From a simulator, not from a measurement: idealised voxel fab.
process module | voxel capacitor over wiring
cross-section cut | 185 nm wide | cells 5 nm
A cross-section is a grid of square cells, given in bands from the top down. A band is one or more rows of cells.
Each band's line starts with the height of the band's top and of its bottom, in nm. Then come its materials from left to right, each with its width in nm. One material with "throughout" fills the band from edge to edge. "air" is empty space.
Height 0 is the level under which the wafer as received is all one material. The lowest band goes on downwards, as in "0 down".
A width such as "30 to 40" changes by the same amount from each row of cells to the next, from the band's top row to its bottom row.
"no change" after a step means that no cell of the cross-section changed.
closed voids: empty space of 8 cells or more with no open way to the top, each as width x height at its distance from the left edge, in nm
after a step's settings: what the simulator itself notes on the step
overlay nm, on a step with a mask: how far to the right of its planned place the mask lay; to the left if negative
plan
1 op RECEIVE | material Si
2 op CONFORMAL_DEP | material SiO2 | thk nm 10
3 op DIRECTIONAL_DEP | material TiN | thk nm 5
4 op DIRECTIONAL_DEP | material Ru | thk nm 15
5 op PATTERN | tone cover | mask id METAL_1 | material resist | width nm 20 | pitch nm 80 | thk nm 15 | overlay nm 0
6 op DIRECTIONAL_ETCH | etch materials Ru | depth nm 15
7 op DIRECTIONAL_ETCH | etch materials TiN | depth nm 5
8 op STRIP | etch materials resist
9 op FILL_DEP | material lowk | thk nm 10
10 op CMP | height nm 30
11 op CONFORMAL_DEP | material SiCN | thk nm 5
12 op DIRECTIONAL_DEP | material SiO2 | thk nm 10
13 op DIRECTIONAL_DEP | material aC | thk nm 10
14 op PATTERN | tone open | mask id PLUG_1 | material resist | width nm 15 | thk nm 30 | overlay nm 0
15 op DIRECTIONAL_ETCH | etch materials aC | depth nm 10
16 op STRIP | etch materials resist
17 op DIRECTIONAL_ETCH | etch materials SiO2 | depth nm 10
18 op DIRECTIONAL_ETCH | etch materials SiCN | depth nm 5
19 op STRIP | etch materials aC
20 op EPI | material Ru | thk nm 10
21 op EPI | material Ru | thk nm 5
22 op DIRECTIONAL_DEP | material TiN | thk nm 5
23 op DIRECTIONAL_DEP | material SiN | thk nm 5
24 op DIRECTIONAL_DEP | material TiN | thk nm 10
25 op DIRECTIONAL_DEP | material aC | thk nm 15
26 op PATTERN | tone cover | mask id UPPER_PLATE | material resist | width nm 65 | thk nm 30 | overlay nm 0
27 op DIRECTIONAL_ETCH | etch materials aC | depth nm 15
28 op STRIP | etch materials resist
29 op DIRECTIONAL_ETCH | etch materials TiN | depth nm 10
30 op DIRECTIONAL_ETCH | etch materials SiN | depth nm 5
31 op STRIP | etch materials aC
32 op PATTERN | tone cover | mask id LOWER_PLATE | material resist | width nm 75 | thk nm 15 | overlay nm 0
33 op DIRECTIONAL_ETCH | etch materials TiN | depth nm 5
34 op STRIP | etch materials resist
35 op FILL_DEP | material SiO2 | thk nm 20
36 op CMP | height nm 80
37 op PATTERN | tone open | mask id PLUG_2 | material resist | width nm 15 | thk nm 15 | overlay nm 0
38 op DIRECTIONAL_ETCH | etch materials SiO2 | depth nm 15
39 op STRIP | etch materials resist
40 op CONFORMAL_DEP | material TiN | thk nm 5
41 op FILL_DEP | material W | thk nm 5
42 op CMP | height nm 70
43 op CONFORMAL_DEP | material SiN | thk nm 5
varied across the wafers: height nm of step 42. The plan shows the first wafer's value. All wafers start alike
first wafer as received, after step 1
  0 down: Si throughout
  closed voids: none
each wafer at the end: cells of each material gained (+) or lost (-) since it was received, then its closed voids
height nm 70 | +33 Ru | +34 SiCN | +50 SiN | +270 SiO2 | +52 TiN | +116 lowk | closed voids: none
height nm 75 | +33 Ru | +34 SiCN | +50 SiN | +304 SiO2 | +54 TiN | +1 W | +116 lowk | closed voids: none
height nm 80 | +33 Ru | +34 SiCN | +50 SiN | +338 SiO2 | +56 TiN | +2 W | +116 lowk | closed voids: none
height nm 85 | +33 Ru | +34 SiCN | +50 SiN | +338 SiO2 | +92 TiN | +3 W | +116 lowk | closed voids: none
height nm 90 | +33 Ru | +34 SiCN | +50 SiN | +338 SiO2 | +92 TiN | +40 W | +116 lowk | closed voids: none
